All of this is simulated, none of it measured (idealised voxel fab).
process module | voxel transistor to metal
Cross-section cut: width 165 nm, square cells of 5 nm.
In what follows, cross-sections appear as grids of square cells, described through bands that run from the top down, where every band is one or more rows of cells. Basically the band line says how high the top is and how high the bottom is, in nm, and then what's in it from left to right, every material with its width in nm. Empty space shows up as "blank", and if a single material carries "all across" it runs the full band edge to edge. Beneath 0, the wafer as received is one material, and that level is where height counting begins. The lowest band goes on downward without a bottom; it is written like "0..down". You'd read "30..40" like this: the band's top row of cells is as wide as the first number, its bottom row is as wide as the second, and going down, every row changes width by the same amount as the row before did. Reading "nothing was modified" for a step: not a cell of the cross-section changed in it. Heads up: "Enclosed void list" only lists the empty pockets with no open path to the top that are 8 cells or more, and it writes them as width x height at distance, distance from the left edge, in nm. Past the settings on a step's line: simulator remark, on that step. overlay nm: where the mask lay relative to plan, measured to the right, on steps with a mask; negatives go left.
-- The following list gives the planned process steps
1,RECEIVE | material Si
2,CONFORMAL_DEP | material SiO2 | thk nm 5
3,CONFORMAL_DEP | material SiN | thk nm 10
4,MASKED_ETCH | tone cover | mask id ACTIVE | width nm 110 | etch materials SiN | depth nm 10 | overlay nm 0
5,MASKED_ETCH | tone cover | mask id ACTIVE | width nm 110 | etch materials SiO2 | depth nm 5 | overlay nm 0
6,MASKED_ETCH | tone cover | mask id ACTIVE | width nm 110 | etch materials Si | depth nm 35 | overlay nm 0
7,FILL_DEP | material SiO2 | thk nm 15
8,CMP | height nm 15
9,SELECTIVE_ETCH | etch materials SiO2 | depth nm 10
10,STRIP | etch materials SiN
11,SELECTIVE_ETCH | etch materials SiO2 | depth nm 5
12,OXIDIZE | depth nm 5
13,DIRECTIONAL_DEP | material polySi | thk nm 25
14,DIRECTIONAL_DEP | material SiCN | thk nm 10
15,DIRECTIONAL_DEP | material aC | thk nm 15
16,PATTERN | tone cover | mask id GATE | material resist | width nm 20 | thk nm 30 | overlay nm 0
17,DIRECTIONAL_ETCH | etch materials aC | depth nm 15
18,STRIP | etch materials resist
19,DIRECTIONAL_ETCH | etch materials SiCN | depth nm 20
20,DIRECTIONAL_ETCH | etch materials polySi | depth nm 35
21,STRIP | etch materials aC
22,CONFORMAL_DEP | material SiO2 | thk nm 5
23,DIRECTIONAL_ETCH | etch materials SiO2 | depth nm 5
24,CONFORMAL_DEP | material SiN | thk nm 5
25,DIRECTIONAL_ETCH | etch materials SiN | depth nm 5
26,DIRECTIONAL_ETCH | etch materials SiO2 | depth nm 5
27,DIRECTIONAL_ETCH | etch materials Si | depth nm 10
28,EPI | material nSi | thk nm 15
29,FILL_DEP | material SiO2 | thk nm 5
30,CMP | height nm 35
31,DIRECTIONAL_DEP | material SiO2 | thk nm 10
32,PATTERN | tone open | mask id CONTACT | material resist | width nm 35 | pitch nm 65 | thk nm 20 | overlay nm 0
33,DIRECTIONAL_ETCH | etch materials SiO2 | depth nm 45
34,STRIP | etch materials resist
35,CONFORMAL_DEP | material TiN | thk nm 5
36,FILL_DEP | material Ru | thk nm 10
37,CMP | height nm 45
38,CONFORMAL_DEP | material SiN | thk nm 5
39,DIRECTIONAL_DEP | material lowk | thk nm 20
40,PATTERN | tone open | mask id METAL_1 | material resist | width nm 20 | pitch nm 80 | thk nm 15 | overlay nm 0
41,DIRECTIONAL_ETCH | etch materials lowk | depth nm 20
42,DIRECTIONAL_ETCH | etch materials SiN | depth nm 5
43,STRIP | etch materials resist
44,CONFORMAL_DEP | material TiN | thk nm 5
45,FILL_DEP | material W | thk nm 5
46,CMP | height nm 70
47,CONFORMAL_DEP | material SiCN | thk nm 5
-- Of two wafers, the first: run according to plan
-- Cross-section of the wafer upon arrival, representing the state reached after step 1
* 0..down  Si all across
* Enclosed void list: none
-- after step 2
* 5..0  SiO2 all across
* Nothing below the height 0 has changed.
-- after step 3
* 15..5  SiN all across
* Nothing below the height 5 has changed.
-- after step 4
* 15..5  blank 25  SiN 110  blank 30
* Nothing below the height 5 has changed.
-- after step 5
* 15..5  blank 25  SiN 110  blank 30
* 5..0  blank 25  SiO2 110  blank 30
* Nothing below the height 0 has changed.
-- after step 6
* 15..5  blank 25  SiN 110  blank 30
* 5..0  blank 25  SiO2 110  blank 30
* 0..-35  blank 25  Si 110  blank 30
* Nothing below the height -35 has changed.
-- after step 7
* 30..15  SiO2 all across
* 15..5  SiO2 25  SiN 110  SiO2 30
* 5..0  SiO2 all across
* 0..-35  SiO2 25  Si 110  SiO2 30
* Nothing below the height -35 has changed.
-- after step 8
* 15..5  SiO2 25  SiN 110  SiO2 30
* Nothing below the height 5 has changed.
-- after step 9
* 15..5  blank 25  SiN 110  blank 30
* Nothing below the height 5 has changed.
-- after step 10
* 5..0  SiO2 all across
* Nothing below the height 0 has changed.
-- after step 11
* 0..-35  SiO2 25  Si 110  SiO2 30
* Nothing below the height -35 has changed.
-- after step 12
* 0..-5  SiO2 all across
* Nothing below the height -5 has changed.
-- after step 13
* 25..0  polySi all across
* Nothing below the height 0 has changed.
-- after step 14
* 35..25  SiCN all across
* Nothing below the height 25 has changed.
-- after step 15
* 50..35  aC all across
* Nothing below the height 35 has changed.
-- after step 16
* 80..50  blank 70  resist 20  blank 75
* Nothing below the height 50 has changed.
-- after step 17
* 65..50  blank 70  resist 20  blank 75
* 50..35  blank 70  aC 20  blank 75
* Nothing below the height 35 has changed.
-- after step 18
* 50..35  blank 70  aC 20  blank 75
* Nothing below the height 35 has changed.
-- after step 19
* 50..35  blank 70  aC 20  blank 75
* 35..25  blank 70  SiCN 20  blank 75
* Nothing below the height 25 has changed.
-- after step 20
* 50..35  blank 70  aC 20  blank 75
* 35..25  blank 70  SiCN 20  blank 75
* 25..0  blank 70  polySi 20  blank 75
* Nothing below the height 0 has changed.
-- after step 21
* 35..25  blank 70  SiCN 20  blank 75
* Nothing below the height 25 has changed.
-- after step 22
* 40..35  blank 65  SiO2 30  blank 70
* 35..25  blank 65  SiO2 5  SiCN 20  SiO2 5  blank 70
* 25..5  blank 65  SiO2 5  polySi 20  SiO2 5  blank 70
* 5..0  SiO2 70  polySi 20  SiO2 75
* Nothing below the height 0 has changed.
-- after step 23
* 35..25  blank 65  SiO2 5  SiCN 20  SiO2 5  blank 70
* 25..0  blank 65  SiO2 5  polySi 20  SiO2 5  blank 70
* Nothing below the height 0 has changed.
-- after step 24
* 40..35  blank 60  SiN 40  blank 65
* 35..25  blank 60  SiN 5  SiO2 5  SiCN 20  SiO2 5  SiN 5  blank 65
* 25..5  blank 60  SiN 5  SiO2 5  polySi 20  SiO2 5  SiN 5  blank 65
* 5..0  SiN 65  SiO2 5  polySi 20  SiO2 5  SiN 70
* Nothing below the height 0 has changed.
-- after step 25
* 35..25  blank 60  SiN 5  SiO2 5  SiCN 20  SiO2 5  SiN 5  blank 65
* 25..0  blank 60  SiN 5  SiO2 5  polySi 20  SiO2 5  SiN 5  blank 65
* Nothing below the height 0 has changed.
-- after step 26
* 35..30  blank 60  SiN 5  blank 5  SiCN 20  blank 5  SiN 5  blank 65
* 30..25  blank 60  SiN 5  SiO2 5  SiCN 20  SiO2 5  SiN 5  blank 65
* 25..0  blank 60  SiN 5  SiO2 5  polySi 20  SiO2 5  SiN 5  blank 65
* 0..-5  blank 60  SiO2 40  blank 65
* Nothing below the height -5 has changed.
-- after step 27
* 35..30  blank 60  SiN 5  blank 5  SiCN 20  blank 5  SiN 5  blank 65
* 30..25  blank 60  SiN 5  SiO2 5  SiCN 20  SiO2 5  SiN 5  blank 65
* 25..0  blank 60  SiN 5  SiO2 5  polySi 20  SiO2 5  SiN 5  blank 65
* 0..-5  blank 60  SiO2 40  blank 65
* -5..-15  SiO2 25  blank 35  Si 40  blank 35  SiO2 30
* Nothing below the height -15 has changed.
-- after step 28
* 35..30  blank 60  SiN 5  blank 5  SiCN 20  blank 5  SiN 5  blank 65
* 30..25  blank 60  SiN 5  SiO2 5  SiCN 20  SiO2 5  SiN 5  blank 65
* 25..10  blank 60  SiN 5  SiO2 5  polySi 20  SiO2 5  SiN 5  blank 65
* 10..0  blank 45  nSi 15  SiN 5  SiO2 5  polySi 20  SiO2 5  SiN 5  nSi 15  blank 50
* 0..-5  blank 20  nSi 40  SiO2 40  nSi 40  blank 25
* -5..-15  SiO2 25  nSi 35  Si 40  nSi 35  SiO2 30
* Nothing below the height -15 has changed.
-- after step 29
* 40..35  SiO2 all across
* 35..25  SiO2 60  SiN 5  SiO2 5  SiCN 20  SiO2 5  SiN 5  SiO2 65
* 25..10  SiO2 60  SiN 5  SiO2 5  polySi 20  SiO2 5  SiN 5  SiO2 65
* 10..0  SiO2 45  nSi 15  SiN 5  SiO2 5  polySi 20  SiO2 5  SiN 5  nSi 15  SiO2 50
* 0..-5  SiO2 20  nSi 40  SiO2 40  nSi 40  SiO2 25
* Nothing below the height -5 has changed.
-- after step 30
* 35..25  SiO2 60  SiN 5  SiO2 5  SiCN 20  SiO2 5  SiN 5  SiO2 65
* Nothing below the height 25 has changed.
-- after step 31
* 45..35  SiO2 all across
* Nothing below the height 35 has changed.
-- after step 32
* 65..45  resist 30  blank 35  resist 30  blank 35  resist 35
* Nothing below the height 45 has changed.
-- after step 33
* 65..45  resist 30  blank 35  resist 30  blank 35  resist 35
* 45..35  SiO2 30  blank 35  SiO2 30  blank 35  SiO2 35
* 35..25  SiO2 30  blank 30  SiN 5  SiO2 5  SiCN 20  SiO2 5  SiN 5  blank 30  SiO2 35
* 25..10  SiO2 30  blank 30  SiN 5  SiO2 5  polySi 20  SiO2 5  SiN 5  blank 30  SiO2 35
* 10..0  SiO2 30  blank 15  nSi 15  SiN 5  SiO2 5  polySi 20  SiO2 5  SiN 5  nSi 15  blank 15  SiO2 35
* Nothing below the height 0 has changed.
-- after step 34
* 45..35  SiO2 30  blank 35  SiO2 30  blank 35  SiO2 35
* Nothing below the height 35 has changed.
-- after step 35
* 50..45  TiN 35  blank 25  TiN 40  blank 25  TiN 40
* 45..35  SiO2 30  TiN 5  blank 25..20  TiN 5..10  SiO2 30  TiN 5..10  blank 25..20  TiN 5  SiO2 35
* 35..25  SiO2 30  TiN 5  blank 20  TiN 5  SiN 5  SiO2 5  SiCN 20  SiO2 5  SiN 5  TiN 5  blank 20  TiN 5  SiO2 35
* 25..15  SiO2 30  TiN 5  blank 20  TiN 5  SiN 5  SiO2 5  polySi 20  SiO2 5  SiN 5  TiN 5  blank 20  TiN 5  SiO2 35
* 15..10  SiO2 30  TiN 5  blank 5  TiN 20  SiN 5  SiO2 5  polySi 20  SiO2 5  SiN 5  TiN 20  blank 5  TiN 5  SiO2 35
* 10..5  SiO2 30  TiN 5  blank 5  TiN 5  nSi 15  SiN 5  SiO2 5  polySi 20  SiO2 5  SiN 5  nSi 15  TiN 5  blank 5  TiN 5  SiO2 35
* 5..0  SiO2 30  TiN 15  nSi 15  SiN 5  SiO2 5  polySi 20  SiO2 5  SiN 5  nSi 15  TiN 15  SiO2 35
* Nothing below the height 0 has changed.
-- after step 36
* 60..50  Ru all across
* 50..45  TiN 35  Ru 25  TiN 40  Ru 25  TiN 40
* 45..35  SiO2 30  TiN 5  Ru 25..20  TiN 5..10  SiO2 30  TiN 5..10  Ru 25..20  TiN 5  SiO2 35
* 35..25  SiO2 30  TiN 5  Ru 20  TiN 5  SiN 5  SiO2 5  SiCN 20  SiO2 5  SiN 5  TiN 5  Ru 20  TiN 5  SiO2 35
* 25..15  SiO2 30  TiN 5  Ru 20  TiN 5  SiN 5  SiO2 5  polySi 20  SiO2 5  SiN 5  TiN 5  Ru 20  TiN 5  SiO2 35
* 15..10  SiO2 30  TiN 5  Ru 5  TiN 20  SiN 5  SiO2 5  polySi 20  SiO2 5  SiN 5  TiN 20  Ru 5  TiN 5  SiO2 35
* 10..5  SiO2 30  TiN 5  Ru 5  TiN 5  nSi 15  SiN 5  SiO2 5  polySi 20  SiO2 5  SiN 5  nSi 15  TiN 5  Ru 5  TiN 5  SiO2 35
* Nothing below the height 5 has changed.
-- after step 37
* 45..35  SiO2 30  TiN 5  Ru 25..20  TiN 5..10  SiO2 30  TiN 5..10  Ru 25..20  TiN 5  SiO2 35
* Nothing below the height 35 has changed.
-- after step 38
* 50..45  SiN all across
* Nothing below the height 45 has changed.
-- after step 39
* 70..50  lowk all across
* Nothing below the height 50 has changed.
-- after step 40
* 85..70  resist 30  blank 20  resist 60  blank 20  resist 35
* Nothing below the height 70 has changed.
-- after step 41
* 85..70  resist 30  blank 20  resist 60  blank 20  resist 35
* 70..50  lowk 30  blank 20  lowk 60  blank 20  lowk 35
* Nothing below the height 50 has changed.
-- after step 42
* 85..70  resist 30  blank 20  resist 60  blank 20  resist 35
* 70..50  lowk 30  blank 20  lowk 60  blank 20  lowk 35
* 50..45  SiN 30  blank 20  SiN 60  blank 20  SiN 35
* Nothing below the height 45 has changed.
-- after step 43
* 70..50  lowk 30  blank 20  lowk 60  blank 20  lowk 35
* Nothing below the height 50 has changed.
-- after step 44
* 75..70  TiN 35  blank 10  TiN 70  blank 10  TiN 40
* 70..50  lowk 30  TiN 5  blank 10  TiN 5  lowk 60  TiN 5  blank 10  TiN 5  lowk 35
* 50..45  SiN 30  TiN 20  SiN 60  TiN 20  SiN 35
* Nothing below the height 45 has changed.
-- after step 45
* 80..75  W all across
* 75..70  TiN 35  W 10  TiN 70  W 10  TiN 40
* 70..50  lowk 30  TiN 5  W 10  TiN 5  lowk 60  TiN 5  W 10  TiN 5  lowk 35
* Nothing below the height 50 has changed.
-- after step 46
* 70..50  lowk 30  TiN 5  W 10  TiN 5  lowk 60  TiN 5  W 10  TiN 5  lowk 35
* Nothing below the height 50 has changed.
-- after step 47
* 75..70  SiCN all across
* Nothing below the height 70 has changed.
-- The second wafer began exactly as the first did and followed the same plan, but one mistake was made while running it; through step 5 inclusive, the two wafers are identical
-- The second wafer cut through, at the time step 6 was supposed to be finished
* 15..5  blank 25  SiN 110  blank 30
* 5..0  blank 25  SiO2 110  blank 30
* 0..-40  blank 25  Si 110  blank 30
* Nothing below the height -40 has changed.
-- The second wafer cut through, at the time step 7 was supposed to be finished
* 30..15  SiO2 all across
* 15..5  SiO2 25  SiN 110  SiO2 30
* 5..0  SiO2 all across
* 0..-40  SiO2 25  Si 110  SiO2 30
* Nothing below the height -40 has changed.
-- The second wafer cut through, at the time step 8 was supposed to be finished
* 15..5  SiO2 25  SiN 110  SiO2 30
* Nothing below the height 5 has changed.
-- The second wafer cut through, at the time step 9 was supposed to be finished
* 15..5  blank 25  SiN 110  blank 30
* Nothing below the height 5 has changed.
-- The second wafer cut through, at the time step 10 was supposed to be finished
* 5..0  SiO2 all across
* Nothing below the height 0 has changed.
-- The second wafer cut through, at the time step 11 was supposed to be finished
* 0..-40  SiO2 25  Si 110  SiO2 30
* Nothing below the height -40 has changed.
-- The second wafer cut through, at the time step 12 was supposed to be finished
* 0..-5  SiO2 all across
* Nothing below the height -5 has changed.
-- The second wafer cut through, at the time step 13 was supposed to be finished
* 25..0  polySi all across
* Nothing below the height 0 has changed.
-- The second wafer cut through, at the time step 14 was supposed to be finished
* 35..25  SiCN all across
* Nothing below the height 25 has changed.
-- The second wafer cut through, at the time step 15 was supposed to be finished
* 50..35  aC all across
* Nothing below the height 35 has changed.
-- The second wafer cut through, at the time step 16 was supposed to be finished
* 80..50  blank 70  resist 20  blank 75
* Nothing below the height 50 has changed.
-- The second wafer cut through, at the time step 17 was supposed to be finished
* 65..50  blank 70  resist 20  blank 75
* 50..35  blank 70  aC 20  blank 75
* Nothing below the height 35 has changed.
-- The second wafer cut through, at the time step 18 was supposed to be finished
* 50..35  blank 70  aC 20  blank 75
* Nothing below the height 35 has changed.
-- The second wafer cut through, at the time step 19 was supposed to be finished
* 50..35  blank 70  aC 20  blank 75
* 35..25  blank 70  SiCN 20  blank 75
* Nothing below the height 25 has changed.
-- The second wafer cut through, at the time step 20 was supposed to be finished
* 50..35  blank 70  aC 20  blank 75
* 35..25  blank 70  SiCN 20  blank 75
* 25..0  blank 70  polySi 20  blank 75
* Nothing below the height 0 has changed.
-- The second wafer cut through, at the time step 21 was supposed to be finished
* 35..25  blank 70  SiCN 20  blank 75
* Nothing below the height 25 has changed.
-- The second wafer cut through, at the time step 22 was supposed to be finished
* 40..35  blank 65  SiO2 30  blank 70
* 35..25  blank 65  SiO2 5  SiCN 20  SiO2 5  blank 70
* 25..5  blank 65  SiO2 5  polySi 20  SiO2 5  blank 70
* 5..0  SiO2 70  polySi 20  SiO2 75
* Nothing below the height 0 has changed.
-- The second wafer cut through, at the time step 23 was supposed to be finished
* 35..25  blank 65  SiO2 5  SiCN 20  SiO2 5  blank 70
* 25..0  blank 65  SiO2 5  polySi 20  SiO2 5  blank 70
* Nothing below the height 0 has changed.
-- The second wafer cut through, at the time step 24 was supposed to be finished
* 40..35  blank 60  SiN 40  blank 65
* 35..25  blank 60  SiN 5  SiO2 5  SiCN 20  SiO2 5  SiN 5  blank 65
* 25..5  blank 60  SiN 5  SiO2 5  polySi 20  SiO2 5  SiN 5  blank 65
* 5..0  SiN 65  SiO2 5  polySi 20  SiO2 5  SiN 70
* Nothing below the height 0 has changed.
-- The second wafer cut through, at the time step 25 was supposed to be finished
* 35..25  blank 60  SiN 5  SiO2 5  SiCN 20  SiO2 5  SiN 5  blank 65
* 25..0  blank 60  SiN 5  SiO2 5  polySi 20  SiO2 5  SiN 5  blank 65
* Nothing below the height 0 has changed.
-- The second wafer cut through, at the time step 26 was supposed to be finished
* 35..30  blank 60  SiN 5  blank 5  SiCN 20  blank 5  SiN 5  blank 65
* 30..25  blank 60  SiN 5  SiO2 5  SiCN 20  SiO2 5  SiN 5  blank 65
* 25..0  blank 60  SiN 5  SiO2 5  polySi 20  SiO2 5  SiN 5  blank 65
* 0..-5  blank 60  SiO2 40  blank 65
* Nothing below the height -5 has changed.
-- The second wafer cut through, at the time step 27 was supposed to be finished
* 35..30  blank 60  SiN 5  blank 5  SiCN 20  blank 5  SiN 5  blank 65
* 30..25  blank 60  SiN 5  SiO2 5  SiCN 20  SiO2 5  SiN 5  blank 65
* 25..0  blank 60  SiN 5  SiO2 5  polySi 20  SiO2 5  SiN 5  blank 65
* 0..-5  blank 60  SiO2 40  blank 65
* -5..-15  SiO2 25  blank 35  Si 40  blank 35  SiO2 30
* Nothing below the height -15 has changed.
-- The second wafer cut through, at the time step 28 was supposed to be finished
* 35..30  blank 60  SiN 5  blank 5  SiCN 20  blank 5  SiN 5  blank 65
* 30..25  blank 60  SiN 5  SiO2 5  SiCN 20  SiO2 5  SiN 5  blank 65
* 25..10  blank 60  SiN 5  SiO2 5  polySi 20  SiO2 5  SiN 5  blank 65
* 10..0  blank 45  nSi 15  SiN 5  SiO2 5  polySi 20  SiO2 5  SiN 5  nSi 15  blank 50
* 0..-5  blank 20  nSi 40  SiO2 40  nSi 40  blank 25
* -5..-15  SiO2 25  nSi 35  Si 40  nSi 35  SiO2 30
* Nothing below the height -15 has changed.
-- The second wafer cut through, at the time step 29 was supposed to be finished
* 40..35  SiO2 all across
* 35..25  SiO2 60  SiN 5  SiO2 5  SiCN 20  SiO2 5  SiN 5  SiO2 65
* 25..10  SiO2 60  SiN 5  SiO2 5  polySi 20  SiO2 5  SiN 5  SiO2 65
* 10..0  SiO2 45  nSi 15  SiN 5  SiO2 5  polySi 20  SiO2 5  SiN 5  nSi 15  SiO2 50
* 0..-5  SiO2 20  nSi 40  SiO2 40  nSi 40  SiO2 25
* Nothing below the height -5 has changed.
-- The second wafer cut through, at the time step 30 was supposed to be finished
* 35..25  SiO2 60  SiN 5  SiO2 5  SiCN 20  SiO2 5  SiN 5  SiO2 65
* Nothing below the height 25 has changed.
-- The second wafer cut through, at the time step 31 was supposed to be finished
* 45..35  SiO2 all across
* Nothing below the height 35 has changed.
-- The second wafer cut through, at the time step 32 was supposed to be finished
* 65..45  resist 30  blank 35  resist 30  blank 35  resist 35
* Nothing below the height 45 has changed.
-- The second wafer cut through, at the time step 33 was supposed to be finished
* 65..45  resist 30  blank 35  resist 30  blank 35  resist 35
* 45..35  SiO2 30  blank 35  SiO2 30  blank 35  SiO2 35
* 35..25  SiO2 30  blank 30  SiN 5  SiO2 5  SiCN 20  SiO2 5  SiN 5  blank 30  SiO2 35
* 25..10  SiO2 30  blank 30  SiN 5  SiO2 5  polySi 20  SiO2 5  SiN 5  blank 30  SiO2 35
* 10..0  SiO2 30  blank 15  nSi 15  SiN 5  SiO2 5  polySi 20  SiO2 5  SiN 5  nSi 15  blank 15  SiO2 35
* Nothing below the height 0 has changed.
-- The second wafer cut through, at the time step 34 was supposed to be finished
* 45..35  SiO2 30  blank 35  SiO2 30  blank 35  SiO2 35
* Nothing below the height 35 has changed.
-- The second wafer cut through, at the time step 35 was supposed to be finished
* 50..45  TiN 35  blank 25  TiN 40  blank 25  TiN 40
* 45..35  SiO2 30  TiN 5  blank 25..20  TiN 5..10  SiO2 30  TiN 5..10  blank 25..20  TiN 5  SiO2 35
* 35..25  SiO2 30  TiN 5  blank 20  TiN 5  SiN 5  SiO2 5  SiCN 20  SiO2 5  SiN 5  TiN 5  blank 20  TiN 5  SiO2 35
* 25..15  SiO2 30  TiN 5  blank 20  TiN 5  SiN 5  SiO2 5  polySi 20  SiO2 5  SiN 5  TiN 5  blank 20  TiN 5  SiO2 35
* 15..10  SiO2 30  TiN 5  blank 5  TiN 20  SiN 5  SiO2 5  polySi 20  SiO2 5  SiN 5  TiN 20  blank 5  TiN 5  SiO2 35
* 10..5  SiO2 30  TiN 5  blank 5  TiN 5  nSi 15  SiN 5  SiO2 5  polySi 20  SiO2 5  SiN 5  nSi 15  TiN 5  blank 5  TiN 5  SiO2 35
* 5..0  SiO2 30  TiN 15  nSi 15  SiN 5  SiO2 5  polySi 20  SiO2 5  SiN 5  nSi 15  TiN 15  SiO2 35
* Nothing below the height 0 has changed.
-- The second wafer cut through, at the time step 36 was supposed to be finished
* 60..50  Ru all across
* 50..45  TiN 35  Ru 25  TiN 40  Ru 25  TiN 40
* 45..35  SiO2 30  TiN 5  Ru 25..20  TiN 5..10  SiO2 30  TiN 5..10  Ru 25..20  TiN 5  SiO2 35
* 35..25  SiO2 30  TiN 5  Ru 20  TiN 5  SiN 5  SiO2 5  SiCN 20  SiO2 5  SiN 5  TiN 5  Ru 20  TiN 5  SiO2 35
* 25..15  SiO2 30  TiN 5  Ru 20  TiN 5  SiN 5  SiO2 5  polySi 20  SiO2 5  SiN 5  TiN 5  Ru 20  TiN 5  SiO2 35
* 15..10  SiO2 30  TiN 5  Ru 5  TiN 20  SiN 5  SiO2 5  polySi 20  SiO2 5  SiN 5  TiN 20  Ru 5  TiN 5  SiO2 35
* 10..5  SiO2 30  TiN 5  Ru 5  TiN 5  nSi 15  SiN 5  SiO2 5  polySi 20  SiO2 5  SiN 5  nSi 15  TiN 5  Ru 5  TiN 5  SiO2 35
* Nothing below the height 5 has changed.
-- The second wafer cut through, at the time step 37 was supposed to be finished
* 45..35  SiO2 30  TiN 5  Ru 25..20  TiN 5..10  SiO2 30  TiN 5..10  Ru 25..20  TiN 5  SiO2 35
* Nothing below the height 35 has changed.
-- The second wafer cut through, at the time step 38 was supposed to be finished
* 50..45  SiN all across
* Nothing below the height 45 has changed.
-- The second wafer cut through, at the time step 39 was supposed to be finished
* 70..50  lowk all across
* Nothing below the height 50 has changed.
-- The second wafer cut through, at the time step 40 was supposed to be finished
* 85..70  resist 30  blank 20  resist 60  blank 20  resist 35
* Nothing below the height 70 has changed.
-- The second wafer cut through, at the time step 41 was supposed to be finished
* 85..70  resist 30  blank 20  resist 60  blank 20  resist 35
* 70..50  lowk 30  blank 20  lowk 60  blank 20  lowk 35
* Nothing below the height 50 has changed.
-- The second wafer cut through, at the time step 42 was supposed to be finished
* 85..70  resist 30  blank 20  resist 60  blank 20  resist 35
* 70..50  lowk 30  blank 20  lowk 60  blank 20  lowk 35
* 50..45  SiN 30  blank 20  SiN 60  blank 20  SiN 35
* Nothing below the height 45 has changed.
-- The second wafer cut through, at the time step 43 was supposed to be finished
* 70..50  lowk 30  blank 20  lowk 60  blank 20  lowk 35
* Nothing below the height 50 has changed.
-- The second wafer cut through, at the time step 44 was supposed to be finished
* 75..70  TiN 35  blank 10  TiN 70  blank 10  TiN 40
* 70..50  lowk 30  TiN 5  blank 10  TiN 5  lowk 60  TiN 5  blank 10  TiN 5  lowk 35
* 50..45  SiN 30  TiN 20  SiN 60  TiN 20  SiN 35
* Nothing below the height 45 has changed.
-- The second wafer cut through, at the time step 45 was supposed to be finished
* 80..75  W all across
* 75..70  TiN 35  W 10  TiN 70  W 10  TiN 40
* 70..50  lowk 30  TiN 5  W 10  TiN 5  lowk 60  TiN 5  W 10  TiN 5  lowk 35
* Nothing below the height 50 has changed.
-- The second wafer cut through, at the time step 46 was supposed to be finished
* 70..50  lowk 30  TiN 5  W 10  TiN 5  lowk 60  TiN 5  W 10  TiN 5  lowk 35
* Nothing below the height 50 has changed.
-- The second wafer cut through, at the time step 47 was supposed to be finished
* 75..70  SiCN all across
* Nothing below the height 70 has changed.
The mistake made against the process plan was this: the process deviated at step 6: the operation and settings actually run there were MASKED_ETCH | tone cover | mask id ACTIVE | width nm 110 | etch materials Si | depth nm 40 | overlay nm 0
Once processing is complete, comparing cell counts shows that the second wafer has more or fewer of certain materials than the first: Si: 11 fewer | SiO2: 11 more
